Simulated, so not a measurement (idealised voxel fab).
Process module in this document: voxel released beams
205 nm wide, 5 nm square cells: that's cross-section cut.
For the purposes of this document, a cross-section shall be understood as a grid of square cells, specified as bands listed in top-to-bottom order, each band consisting of one or more rows of cells.
Top, bottom (nm), then materials left to right with widths (nm); lone material tagged "everywhere" fills the whole band edge to edge; "empty" = empty space.
Height is counted from the level 0, under which the received wafer is composed throughout of one material. The lowest of the bands is not closed at the bottom but continues downward, in the notation "0 nm and below".
It should be noted that a width expressed as "30->40" varies in equal increments from row to row of cells within the band, taking the value of the first number at the top row and that of the second number at the bottom row.
Take "remained unchanged" at face value: in the step it is given for, the cross-section changed in none of its cells.
"Enclosed void catalog" contains a list of empty spaces, each no smaller than 8 cells and without an open way to the top, written in the form width x height at distance with the distance from the left edge and all three in nm.
Whatever follows a step's settings on its line is a remark the simulator itself makes about that step.
overlay nm: step with mask; distance mask lay right of planned place; negative value = left of planned place.

plan:
1 RECEIVE [material Si]
2 CONFORMAL_DEP [material Al2O3] [thk nm 10]
3 DIRECTIONAL_DEP [material SiO2] [thk nm 10]
4 DIRECTIONAL_DEP [material aC] [thk nm 10]
5 PATTERN [tone open] [mask id ANCHOR] [material resist] [width nm 35] [thk nm 25] [overlay nm 0]
6 DIRECTIONAL_ETCH [etch materials aC] [depth nm 10]
7 STRIP [etch materials resist]
8 DIRECTIONAL_ETCH [etch materials SiO2] [depth nm 10]
9 STRIP [etch materials aC]
10 CONFORMAL_DEP [material polySi] [thk nm 15]
11 MASKED_ETCH [tone cover] [mask id BEAM] [width nm 85] [etch materials polySi] [depth nm 15] [overlay nm 0]
12 STRIP [etch materials SiO2]

Wafer at receipt (post step 1), cross-section:
- 0 nm and below = Si everywhere
- Enclosed void catalog: none

first wafer at the end, as planned:
- 35 nm to 25 nm = 55 empty  20 polySi  5 empty  60 polySi  65 empty
- 25 nm to 20 nm = 55 empty  85 polySi  65 empty
- 20 nm to 10 nm = 60 empty  35 polySi  110 empty
- 10 nm to 0 nm = Al2O3 everywhere
- 0 nm and below = Si everywhere
- Enclosed void catalog: none

Cross-section at end of module for the second wafer of two, which matched the first in starting point and plan and differed by one mistake in its processing:
- 20 nm to 10 nm = 60 SiO2  35 empty  110 SiO2
- 10 nm to 0 nm = Al2O3 everywhere
- 0 nm and below = Si everywhere
- Enclosed void catalog: none
Deviation noted in wafer processing: the process deviated at step 12: the operation and settings actually run there were STRIP [etch materials polySi]
It is noted that, at the conclusion of processing, the second wafer exhibits a higher or lower cell count for certain materials relative to the first: 68 more of SiO2 | 63 fewer of polySi
